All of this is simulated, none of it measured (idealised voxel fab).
Module name: voxel ribs on slabs (process module)
Displayed cross-section: cut, width of 215 nm, square cells sized 5 nm.
If you're reading a cross-section in this doc, picture square cells in a grid; it comes to you as bands, top ones listed first down to the bottom, and a band can be one or more rows of cells. The band entry comprises the height of the band's top followed by the height of its bottom, expressed in nm, and subsequently the band's materials from left to right, each stated together with its width in nm. Where a single material is marked with the word "full width", that material fills the band from edge to edge. The word "blank" represents empty space. Zero point of the height axis is 0; under it, received wafer = one material. Lowest band: continues down indefinitely, "from 0 down". Note: "30 to 40" means the width goes from the first number (top row of the band) to the second number (bottom row) in equal steps per row of cells. Step note "nothing changed" = no cross-section cell changed. The entry "Closed void list" lists the empty spaces that cover at least 8 cells and have no open path to the top. Each is written as width x height at distance, where the distance is measured from the left edge and all three values are in nm. Post-settings text on a step line: simulator's own remark regarding the step. overlay nm: how far to the right of its planned place the mask lay on this masked step (negative: to the left).

**Steps in the process plan**
1. RECEIVE [material Si]
2. DIRECTIONAL_DEP [material SiO2] [thk nm 20]
3. DIRECTIONAL_DEP [material SiN] [thk nm 25]
4. MASKED_ETCH [tone cover] [mask id RIB] [width nm 20] [etch materials SiN] [depth nm 10] [overlay nm 0]
5. MASKED_ETCH [tone cover] [mask id SLAB] [width nm 70] [etch materials SiN] [depth nm 15] [overlay nm 0]
6. FILL_DEP [material SiO2] [thk nm 20]
7. CMP [height nm 55]
8. DIRECTIONAL_DEP [material W] [thk nm 5]
9. MASKED_ETCH [tone cover] [mask id HEATER] [width nm 40] [etch materials W] [depth nm 5] [overlay nm 0]
10. CONFORMAL_DEP [material SiO2] [thk nm 5]
Among the wafers covered here, the point of difference is the width nm at step 4; their starting state is shared, and the plan presents the value of the first wafer.

**Cross-section, first of several wafers, as delivered after step 1**
    from 0 down = Si full width
    Closed void list: none

**Take any row and you have a wafer at the end of the module: how many cells of each material it has gained (+) or lost (-) since it was received, and then its closed voids**
width nm 20; +50 SiN; +468 SiO2; +8 W; Closed void list: none
width nm 25; +52 SiN; +466 SiO2; +8 W; Closed void list: none
width nm 30; +54 SiN; +464 SiO2; +8 W; Closed void list: none
width nm 35; +56 SiN; +462 SiO2; +8 W; Closed void list: none
width nm 40; +58 SiN; +460 SiO2; +8 W; Closed void list: none
width nm 45; +60 SiN; +458 SiO2; +8 W; Closed void list: none
